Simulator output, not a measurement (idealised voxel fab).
Process module name: voxel capacitor over wiring
This is section cut - it's 190 nm across, gridded in 5 nm square cells.
Think of the cross-section as a grid of square cells. We describe it in bands, top to bottom, and each band covers one or more rows of those cells.
Band entry format. Leading values: height of top, height of bottom, nm. Remainder: materials in left-to-right order, each with its width in nm. Special words: "full width" on a single material, which then fills the band edge to edge; "air", empty space.
Ref level 0: as-received wafer is one material below here. Bottom band extends down with no lower bound ("0 nm and below").
So if you see something like "30->40" for the width, read it as the top row of the band sitting at the first number and the bottom row at the second, with every row in between moving by the same amount as the last.
"nothing different" for a step: no cell of the cross-section changed in that step.
"Unvented voids" - sealed voids, min. 8 cells, no opening to top; format: width x height at distance (distance from left edge; nm throughout).
Step line, after settings: the simulator's comment on this step.
overlay nm: step with mask; distance mask lay right of planned place; negative value = left of planned place.

[The planned process steps are enumerated hereunder]
1,RECEIVE with material Si
2,CONFORMAL_DEP with material SiO2, thk nm 10
3,DIRECTIONAL_DEP with material TiN, thk nm 5
4,DIRECTIONAL_DEP with material W, thk nm 15
5,DIRECTIONAL_DEP with material aC, thk nm 10
6,PATTERN with tone cover, mask id METAL_1, material resist, width nm 30, pitch nm 100, thk nm 25, overlay nm 0
7,DIRECTIONAL_ETCH with etch materials aC, depth nm 10
8,STRIP with etch materials resist
9,DIRECTIONAL_ETCH with etch materials W, depth nm 15
10,DIRECTIONAL_ETCH with etch materials TiN, depth nm 5
11,STRIP with etch materials aC
12,FILL_DEP with material SiO2, thk nm 10
13,CMP with height nm 30
14,CONFORMAL_DEP with material SiCN, thk nm 5
15,DIRECTIONAL_DEP with material SiO2, thk nm 20
16,PATTERN with tone open, mask id PLUG_1, material resist, width nm 15, thk nm 15, overlay nm 0
17,DIRECTIONAL_ETCH with etch materials SiO2, depth nm 20
18,DIRECTIONAL_ETCH with etch materials SiCN, depth nm 5
19,STRIP with etch materials resist
20,EPI with material Ru, thk nm 10
21,EPI with material Ru, thk nm 10
22,EPI with material Ru, thk nm 5
23,DIRECTIONAL_DEP with material TiN, thk nm 5
24,DIRECTIONAL_DEP with material HfO2, thk nm 5
25,DIRECTIONAL_DEP with material TiN, thk nm 10
26,DIRECTIONAL_DEP with material aC, thk nm 10
27,PATTERN with tone cover, mask id UPPER_PLATE, material resist, width nm 75, thk nm 30, overlay nm 0
28,DIRECTIONAL_ETCH with etch materials aC, depth nm 10
29,STRIP with etch materials resist
30,DIRECTIONAL_ETCH with etch materials TiN, depth nm 10
31,DIRECTIONAL_ETCH with etch materials HfO2, depth nm 5
32,STRIP with etch materials aC
33,DIRECTIONAL_DEP with material aC, thk nm 10
34,PATTERN with tone cover, mask id LOWER_PLATE, material resist, width nm 85, thk nm 25, overlay nm 0
35,DIRECTIONAL_ETCH with etch materials aC, depth nm 10
36,STRIP with etch materials resist
37,DIRECTIONAL_ETCH with etch materials TiN, depth nm 5
38,STRIP with etch materials aC
39,FILL_DEP with material SiO2, thk nm 15
40,CMP with height nm 85
41,DIRECTIONAL_DEP with material aC, thk nm 15
42,PATTERN with tone open, mask id PLUG_2, material resist, width nm 15, thk nm 35, overlay nm 0
43,DIRECTIONAL_ETCH with etch materials aC, depth nm 15
44,STRIP with etch materials resist
45,DIRECTIONAL_ETCH with etch materials SiO2, depth nm 10
46,STRIP with etch materials aC
47,CONFORMAL_DEP with material TiN, thk nm 5
48,FILL_DEP with material Ru, thk nm 5
49,CMP with height nm 85
50,CONFORMAL_DEP with material SiN, thk nm 5

[Wafer, first of two, run as planned]

[The cross-section here shows the wafer as received, i.e. in its state after step 1]
* 0 nm and below | Si full width
* Unvented voids: none

[Cross-section of the wafer after step 2]
* 10 nm to 0 nm | SiO2 full width
* Lower than 0, everything is as it was.

[Cross-section of the wafer after step 3]
* 15 nm to 10 nm | TiN full width
* Lower than 10, everything is as it was.

[Cross-section of the wafer after step 4]
* 30 nm to 15 nm | W full width
* Lower than 15, everything is as it was.

[Cross-section of the wafer after step 5]
* 40 nm to 30 nm | aC full width
* Lower than 30, everything is as it was.

[Cross-section of the wafer after step 6]
* 65 nm to 40 nm | air 30 nm / resist 30 nm / air 70 nm / resist 30 nm / air 30 nm
* Lower than 40, everything is as it was.

[Cross-section of the wafer after step 7]
* 55 nm to 40 nm | air 30 nm / resist 30 nm / air 70 nm / resist 30 nm / air 30 nm
* 40 nm to 30 nm | air 30 nm / aC 30 nm / air 70 nm / aC 30 nm / air 30 nm
* Lower than 30, everything is as it was.

[Cross-section of the wafer after step 8]
* 40 nm to 30 nm | air 30 nm / aC 30 nm / air 70 nm / aC 30 nm / air 30 nm
* Lower than 30, everything is as it was.

[Cross-section of the wafer after step 9]
* 40 nm to 30 nm | air 30 nm / aC 30 nm / air 70 nm / aC 30 nm / air 30 nm
* 30 nm to 15 nm | air 30 nm / W 30 nm / air 70 nm / W 30 nm / air 30 nm
* Lower than 15, everything is as it was.

[Cross-section of the wafer after step 10]
* 40 nm to 30 nm | air 30 nm / aC 30 nm / air 70 nm / aC 30 nm / air 30 nm
* 30 nm to 15 nm | air 30 nm / W 30 nm / air 70 nm / W 30 nm / air 30 nm
* 15 nm to 10 nm | air 30 nm / TiN 30 nm / air 70 nm / TiN 30 nm / air 30 nm
* Lower than 10, everything is as it was.

[Cross-section of the wafer after step 11]
* 30 nm to 15 nm | air 30 nm / W 30 nm / air 70 nm / W 30 nm / air 30 nm
* Lower than 15, everything is as it was.

[Cross-section of the wafer after step 12]
* 40 nm to 30 nm | SiO2 full width
* 30 nm to 15 nm | SiO2 30 nm / W 30 nm / SiO2 70 nm / W 30 nm / SiO2 30 nm
* 15 nm to 10 nm | SiO2 30 nm / TiN 30 nm / SiO2 70 nm / TiN 30 nm / SiO2 30 nm
* Lower than 10, everything is as it was.

[Cross-section of the wafer after step 13]
* 30 nm to 15 nm | SiO2 30 nm / W 30 nm / SiO2 70 nm / W 30 nm / SiO2 30 nm
* Lower than 15, everything is as it was.

[Cross-section of the wafer after step 14]
* 35 nm to 30 nm | SiCN full width
* Lower than 30, everything is as it was.

[Cross-section of the wafer after step 15]
* 55 nm to 35 nm | SiO2 full width
* Lower than 35, everything is as it was.

[Cross-section of the wafer after step 16]
* 70 nm to 55 nm | resist 45 nm / air 15 nm / resist 130 nm
* Lower than 55, everything is as it was.

[Cross-section of the wafer after step 17]
* 70 nm to 55 nm | resist 45 nm / air 15 nm / resist 130 nm
* 55 nm to 35 nm | SiO2 45 nm / air 15 nm / SiO2 130 nm
* Lower than 35, everything is as it was.

[Cross-section of the wafer after step 18]
* 70 nm to 55 nm | resist 45 nm / air 15 nm / resist 130 nm
* 55 nm to 35 nm | SiO2 45 nm / air 15 nm / SiO2 130 nm
* 35 nm to 30 nm | SiCN 45 nm / air 15 nm / SiCN 130 nm
* Lower than 30, everything is as it was.

[Cross-section of the wafer after step 19]
* 55 nm to 35 nm | SiO2 45 nm / air 15 nm / SiO2 130 nm
* Lower than 35, everything is as it was.

[Cross-section of the wafer after step 20]
* 55 nm to 40 nm | SiO2 45 nm / air 15 nm / SiO2 130 nm
* 40 nm to 35 nm | SiO2 45 nm / Ru 15 nm / SiO2 130 nm
* 35 nm to 30 nm | SiCN 45 nm / Ru 15 nm / SiCN 130 nm
* Lower than 30, everything is as it was.

[Cross-section of the wafer after step 21]
* 55 nm to 50 nm | SiO2 45 nm / air 15 nm / SiO2 130 nm
* 50 nm to 35 nm | SiO2 45 nm / Ru 15 nm / SiO2 130 nm
* Lower than 35, everything is as it was.

[Cross-section of the wafer after step 22]
* 55 nm to 35 nm | SiO2 45 nm / Ru 15 nm / SiO2 130 nm
* Lower than 35, everything is as it was.

[Cross-section of the wafer after step 23]
* 60 nm to 55 nm | TiN full width
* Lower than 55, everything is as it was.

[Cross-section of the wafer after step 24]
* 65 nm to 60 nm | HfO2 full width
* Lower than 60, everything is as it was.

[Cross-section of the wafer after step 25]
* 75 nm to 65 nm | TiN full width
* Lower than 65, everything is as it was.

[Cross-section of the wafer after step 26]
* 85 nm to 75 nm | aC full width
* Lower than 75, everything is as it was.

[Cross-section of the wafer after step 27]
* 115 nm to 85 nm | air 45 nm / resist 75 nm / air 70 nm
* Lower than 85, everything is as it was.

[Cross-section of the wafer after step 28]
* 105 nm to 85 nm | air 45 nm / resist 75 nm / air 70 nm
* 85 nm to 75 nm | air 45 nm / aC 75 nm / air 70 nm
* Lower than 75, everything is as it was.

[Cross-section of the wafer after step 29]
* 85 nm to 75 nm | air 45 nm / aC 75 nm / air 70 nm
* Lower than 75, everything is as it was.

[Cross-section of the wafer after step 30]
* 85 nm to 75 nm | air 45 nm / aC 75 nm / air 70 nm
* 75 nm to 65 nm | air 45 nm / TiN 75 nm / air 70 nm
* Lower than 65, everything is as it was.

[Cross-section of the wafer after step 31]
* 85 nm to 75 nm | air 45 nm / aC 75 nm / air 70 nm
* 75 nm to 65 nm | air 45 nm / TiN 75 nm / air 70 nm
* 65 nm to 60 nm | air 45 nm / HfO2 75 nm / air 70 nm
* Lower than 60, everything is as it was.

[Cross-section of the wafer after step 32]
* 75 nm to 65 nm | air 45 nm / TiN 75 nm / air 70 nm
* Lower than 65, everything is as it was.

[Cross-section of the wafer after step 33]
* 85 nm to 75 nm | air 45 nm / aC 75 nm / air 70 nm
* 75 nm to 70 nm | air 45 nm / TiN 75 nm / air 70 nm
* 70 nm to 65 nm | aC 45 nm / TiN 75 nm / aC 70 nm
* 65 nm to 60 nm | aC 45 nm / HfO2 75 nm / aC 70 nm
* Lower than 60, everything is as it was.

[Cross-section of the wafer after step 34]
* 110 nm to 85 nm | air 40 nm / resist 85 nm / air 65 nm
* 85 nm to 75 nm | air 40 nm / resist 5 nm / aC 75 nm / resist 5 nm / air 65 nm
* 75 nm to 70 nm | air 40 nm / resist 5 nm / TiN 75 nm / resist 5 nm / air 65 nm
* Lower than 70, everything is as it was.

[Cross-section of the wafer after step 35]
* 100 nm to 85 nm | air 40 nm / resist 85 nm / air 65 nm
* 85 nm to 75 nm | air 40 nm / resist 5 nm / aC 75 nm / resist 5 nm / air 65 nm
* 75 nm to 70 nm | air 40 nm / resist 5 nm / TiN 75 nm / resist 5 nm / air 65 nm
* 70 nm to 65 nm | air 40 nm / aC 5 nm / TiN 75 nm / aC 5 nm / air 65 nm
* 65 nm to 60 nm | air 40 nm / aC 5 nm / HfO2 75 nm / aC 5 nm / air 65 nm
* Lower than 60, everything is as it was.

[Cross-section of the wafer after step 36]
* 85 nm to 75 nm | air 45 nm / aC 75 nm / air 70 nm
* 75 nm to 70 nm | air 45 nm / TiN 75 nm / air 70 nm
* Lower than 70, everything is as it was.

[Cross-section of the wafer after step 37]
* 85 nm to 75 nm | air 45 nm / aC 75 nm / air 70 nm
* 75 nm to 70 nm | air 45 nm / TiN 75 nm / air 70 nm
* 70 nm to 65 nm | air 40 nm / aC 5 nm / TiN 75 nm / aC 5 nm / air 65 nm
* 65 nm to 60 nm | air 40 nm / aC 5 nm / HfO2 75 nm / aC 5 nm / air 65 nm
* 60 nm to 55 nm | air 40 nm / TiN 85 nm / air 65 nm
* Lower than 55, everything is as it was.

[Cross-section of the wafer after step 38]
* 75 nm to 65 nm | air 45 nm / TiN 75 nm / air 70 nm
* 65 nm to 60 nm | air 45 nm / HfO2 75 nm / air 70 nm
* Lower than 60, everything is as it was.

[Cross-section of the wafer after step 39]
* 90 nm to 75 nm | SiO2 full width
* 75 nm to 65 nm | SiO2 45 nm / TiN 75 nm / SiO2 70 nm
* 65 nm to 60 nm | SiO2 45 nm / HfO2 75 nm / SiO2 70 nm
* 60 nm to 55 nm | SiO2 40 nm / TiN 85 nm / SiO2 65 nm
* Lower than 55, everything is as it was.

[Cross-section of the wafer after step 40]
* 85 nm to 75 nm | SiO2 full width
* Lower than 75, everything is as it was.

[Cross-section of the wafer after step 41]
* 100 nm to 85 nm | aC full width
* Lower than 85, everything is as it was.

[Cross-section of the wafer after step 42]
* 135 nm to 100 nm | resist 55 nm / air 15 nm / resist 120 nm
* Lower than 100, everything is as it was.

[Cross-section of the wafer after step 43]
* 120 nm to 100 nm | resist 55 nm / air 15 nm / resist 120 nm
* 100 nm to 85 nm | aC 55 nm / air 15 nm / aC 120 nm
* Lower than 85, everything is as it was.

[Cross-section of the wafer after step 44]
* 100 nm to 85 nm | aC 55 nm / air 15 nm / aC 120 nm
* Lower than 85, everything is as it was.

[Cross-section of the wafer after step 45]
* 100 nm to 85 nm | aC 55 nm / air 15 nm / aC 120 nm
* 85 nm to 75 nm | SiO2 55 nm / air 15 nm / SiO2 120 nm
* Lower than 75, everything is as it was.

[Cross-section of the wafer after step 46]
* 85 nm to 75 nm | SiO2 55 nm / air 15 nm / SiO2 120 nm
* Lower than 75, everything is as it was.

[Cross-section of the wafer after step 47]
* 90 nm to 85 nm | TiN 60 nm / air 5 nm / TiN 125 nm
* 85 nm to 80 nm | SiO2 55 nm / TiN 5 nm / air 5 nm / TiN 5 nm / SiO2 120 nm
* 80 nm to 75 nm | SiO2 55 nm / TiN 15 nm / SiO2 120 nm
* Lower than 75, everything is as it was.

[Cross-section of the wafer after step 48]
* 95 nm to 90 nm | Ru full width
* 90 nm to 85 nm | TiN 60 nm / Ru 5 nm / TiN 125 nm
* 85 nm to 80 nm | SiO2 55 nm / TiN 5 nm / Ru 5 nm / TiN 5 nm / SiO2 120 nm
* Lower than 80, everything is as it was.

[Cross-section of the wafer after step 49]
* 85 nm to 80 nm | SiO2 55 nm / TiN 5 nm / Ru 5 nm / TiN 5 nm / SiO2 120 nm
* Lower than 80, everything is as it was.

[Cross-section of the wafer after step 50]
* 90 nm to 85 nm | SiN full width
* Lower than 85, everything is as it was.

[Second of two: same start, same plan, one run error; steps up to and including 19 match the first]

[Cross-section of the second wafer at the time step 21 of the plan should have ended]
* 55 nm to 40 nm | SiO2 45 nm / air 15 nm / SiO2 130 nm
* 40 nm to 35 nm | SiO2 45 nm / Ru 15 nm / SiO2 130 nm
* 35 nm to 30 nm | SiCN 45 nm / Ru 15 nm / SiCN 130 nm
* Lower than 30, everything is as it was.

[Cross-section of the second wafer at the time step 22 of the plan should have ended]
* 55 nm to 45 nm | SiO2 45 nm / air 15 nm / SiO2 130 nm
* 45 nm to 35 nm | SiO2 45 nm / Ru 15 nm / SiO2 130 nm
* Lower than 35, everything is as it was.

[Cross-section of the second wafer at the time step 23 of the plan should have ended]
* 60 nm to 55 nm | TiN 45 nm / air 15 nm / TiN 130 nm
* 55 nm to 50 nm | SiO2 45 nm / air 15 nm / SiO2 130 nm
* 50 nm to 45 nm | SiO2 45 nm / TiN 15 nm / SiO2 130 nm
* Lower than 45, everything is as it was.

[Cross-section of the second wafer at the time step 24 of the plan should have ended]
* 65 nm to 60 nm | HfO2 45 nm / air 15 nm / HfO2 130 nm
* 60 nm to 55 nm | TiN 45 nm / air 15 nm / TiN 130 nm
* 55 nm to 50 nm | SiO2 45 nm / HfO2 15 nm / SiO2 130 nm
* Lower than 50, everything is as it was.

[Cross-section of the second wafer at the time step 25 of the plan should have ended]
* 75 nm to 65 nm | TiN 45 nm / air 15 nm / TiN 130 nm
* 65 nm to 60 nm | HfO2 45 nm / TiN 15 nm / HfO2 130 nm
* 60 nm to 55 nm | TiN full width
* Lower than 55, everything is as it was.

[Cross-section of the second wafer at the time step 26 of the plan should have ended]
* 85 nm to 75 nm | aC 45 nm / air 15 nm / aC 130 nm
* 75 nm to 65 nm | TiN 45 nm / aC 15 nm / TiN 130 nm
* Lower than 65, everything is as it was.

[Cross-section of the second wafer at the time step 27 of the plan should have ended]
* 115 nm to 85 nm | air 45 nm / resist 75 nm / air 70 nm
* 85 nm to 75 nm | aC 45 nm / resist 15 nm / aC 130 nm
* Lower than 75, everything is as it was.

[Cross-section of the second wafer at the time step 28 of the plan should have ended]
* 105 nm to 85 nm | air 45 nm / resist 75 nm / air 70 nm
* 85 nm to 75 nm | air 45 nm / resist 15 nm / aC 60 nm / air 70 nm
* Lower than 75, everything is as it was.

[Cross-section of the second wafer at the time step 29 of the plan should have ended]
* 85 nm to 75 nm | air 60 nm / aC 60 nm / air 70 nm
* Lower than 75, everything is as it was.

[Cross-section of the second wafer at the time step 30 of the plan should have ended]
* 85 nm to 75 nm | air 60 nm / aC 60 nm / air 70 nm
* 75 nm to 65 nm | air 45 nm / aC 15 nm / TiN 60 nm / air 70 nm
* Lower than 65, everything is as it was.

[Cross-section of the second wafer at the time step 31 of the plan should have ended]
* 85 nm to 75 nm | air 60 nm / aC 60 nm / air 70 nm
* 75 nm to 65 nm | air 45 nm / aC 15 nm / TiN 60 nm / air 70 nm
* 65 nm to 60 nm | air 45 nm / TiN 15 nm / HfO2 60 nm / air 70 nm
* Lower than 60, everything is as it was.

[Cross-section of the second wafer at the time step 32 of the plan should have ended]
* 75 nm to 65 nm | air 60 nm / TiN 60 nm / air 70 nm
* Lower than 65, everything is as it was.

[Cross-section of the second wafer at the time step 33 of the plan should have ended]
* 85 nm to 75 nm | air 60 nm / aC 60 nm / air 70 nm
* 75 nm to 70 nm | air 45 nm / aC 15 nm / TiN 60 nm / air 70 nm
* 70 nm to 65 nm | aC 60 nm / TiN 60 nm / aC 70 nm
* 65 nm to 60 nm | aC 45 nm / TiN 15 nm / HfO2 60 nm / aC 70 nm
* Lower than 60, everything is as it was.

[Cross-section of the second wafer at the time step 34 of the plan should have ended]
* 110 nm to 85 nm | air 40 nm / resist 85 nm / air 65 nm
* 85 nm to 75 nm | air 40 nm / resist 20 nm / aC 60 nm / resist 5 nm / air 65 nm
* 75 nm to 70 nm | air 40 nm / resist 5 nm / aC 15 nm / TiN 60 nm / resist 5 nm / air 65 nm
* Lower than 70, everything is as it was.

[Cross-section of the second wafer at the time step 35 of the plan should have ended]
* 100 nm to 85 nm | air 40 nm / resist 85 nm / air 65 nm
* 85 nm to 75 nm | air 40 nm / resist 20 nm / aC 60 nm / resist 5 nm / air 65 nm
* 75 nm to 70 nm | air 40 nm / resist 5 nm / aC 15 nm / TiN 60 nm / resist 5 nm / air 65 nm
* 70 nm to 65 nm | air 40 nm / aC 20 nm / TiN 60 nm / aC 5 nm / air 65 nm
* 65 nm to 60 nm | air 40 nm / aC 5 nm / TiN 15 nm / HfO2 60 nm / aC 5 nm / air 65 nm
* Lower than 60, everything is as it was.

[Cross-section of the second wafer at the time step 36 of the plan should have ended]
* 85 nm to 75 nm | air 60 nm / aC 60 nm / air 70 nm
* 75 nm to 70 nm | air 45 nm / aC 15 nm / TiN 60 nm / air 70 nm
* Lower than 70, everything is as it was.

[Cross-section of the second wafer at the time step 37 of the plan should have ended]
* 85 nm to 75 nm | air 60 nm / aC 60 nm / air 70 nm
* 75 nm to 70 nm | air 45 nm / aC 15 nm / TiN 60 nm / air 70 nm
* 70 nm to 65 nm | air 40 nm / aC 20 nm / TiN 60 nm / aC 5 nm / air 65 nm
* 65 nm to 60 nm | air 40 nm / aC 5 nm / TiN 15 nm / HfO2 60 nm / aC 5 nm / air 65 nm
* 60 nm to 55 nm | air 40 nm / TiN 85 nm / air 65 nm
* Lower than 55, everything is as it was.

[Cross-section of the second wafer at the time step 38 of the plan should have ended]
* 75 nm to 65 nm | air 60 nm / TiN 60 nm / air 70 nm
* 65 nm to 60 nm | air 45 nm / TiN 15 nm / HfO2 60 nm / air 70 nm
* Lower than 60, everything is as it was.

[Cross-section of the second wafer at the time step 39 of the plan should have ended]
* 90 nm to 75 nm | SiO2 full width
* 75 nm to 65 nm | SiO2 60 nm / TiN 60 nm / SiO2 70 nm
* 65 nm to 60 nm | SiO2 45 nm / TiN 15 nm / HfO2 60 nm / SiO2 70 nm
* 60 nm to 55 nm | SiO2 40 nm / TiN 85 nm / SiO2 65 nm
* Lower than 55, everything is as it was.

[Cross-section of the second wafer at the time step 40 of the plan should have ended]
* 85 nm to 75 nm | SiO2 full width
* Lower than 75, everything is as it was.

[Cross-section of the second wafer at the time step 41 of the plan should have ended]
* 100 nm to 85 nm | aC full width
* Lower than 85, everything is as it was.

[Cross-section of the second wafer at the time step 42 of the plan should have ended]
* 135 nm to 100 nm | resist 55 nm / air 15 nm / resist 120 nm
* Lower than 100, everything is as it was.

[Cross-section of the second wafer at the time step 43 of the plan should have ended]
* 120 nm to 100 nm | resist 55 nm / air 15 nm / resist 120 nm
* 100 nm to 85 nm | aC 55 nm / air 15 nm / aC 120 nm
* Lower than 85, everything is as it was.

[Cross-section of the second wafer at the time step 44 of the plan should have ended]
* 100 nm to 85 nm | aC 55 nm / air 15 nm / aC 120 nm
* Lower than 85, everything is as it was.

[Cross-section of the second wafer at the time step 45 of the plan should have ended]
* 100 nm to 85 nm | aC 55 nm / air 15 nm / aC 120 nm
* 85 nm to 75 nm | SiO2 55 nm / air 15 nm / SiO2 120 nm
* Lower than 75, everything is as it was.

[Cross-section of the second wafer at the time step 46 of the plan should have ended]
* 85 nm to 75 nm | SiO2 55 nm / air 15 nm / SiO2 120 nm
* Lower than 75, everything is as it was.

[Cross-section of the second wafer at the time step 47 of the plan should have ended]
* 90 nm to 85 nm | TiN 60 nm / air 5 nm / TiN 125 nm
* 85 nm to 80 nm | SiO2 55 nm / TiN 5 nm / air 5 nm / TiN 5 nm / SiO2 120 nm
* 80 nm to 75 nm | SiO2 55 nm / TiN 15 nm / SiO2 120 nm
* Lower than 75, everything is as it was.

[Cross-section of the second wafer at the time step 48 of the plan should have ended]
* 95 nm to 90 nm | Ru full width
* 90 nm to 85 nm | TiN 60 nm / Ru 5 nm / TiN 125 nm
* 85 nm to 80 nm | SiO2 55 nm / TiN 5 nm / Ru 5 nm / TiN 5 nm / SiO2 120 nm
* Lower than 80, everything is as it was.

[Cross-section of the second wafer at the time step 49 of the plan should have ended]
* 85 nm to 80 nm | SiO2 55 nm / TiN 5 nm / Ru 5 nm / TiN 5 nm / SiO2 120 nm
* Lower than 80, everything is as it was.

[Cross-section of the second wafer at the time step 50 of the plan should have ended]
* 90 nm to 85 nm | SiN full width
* Lower than 85, everything is as it was.
What went wrong in running the wafer? a step is missing from the set 20 and 21, whose members are all alike, and its identity cannot be established
End check, counted in cells, second wafer has more or fewer of these materials than the first: -6 Ru, +6 SiO2
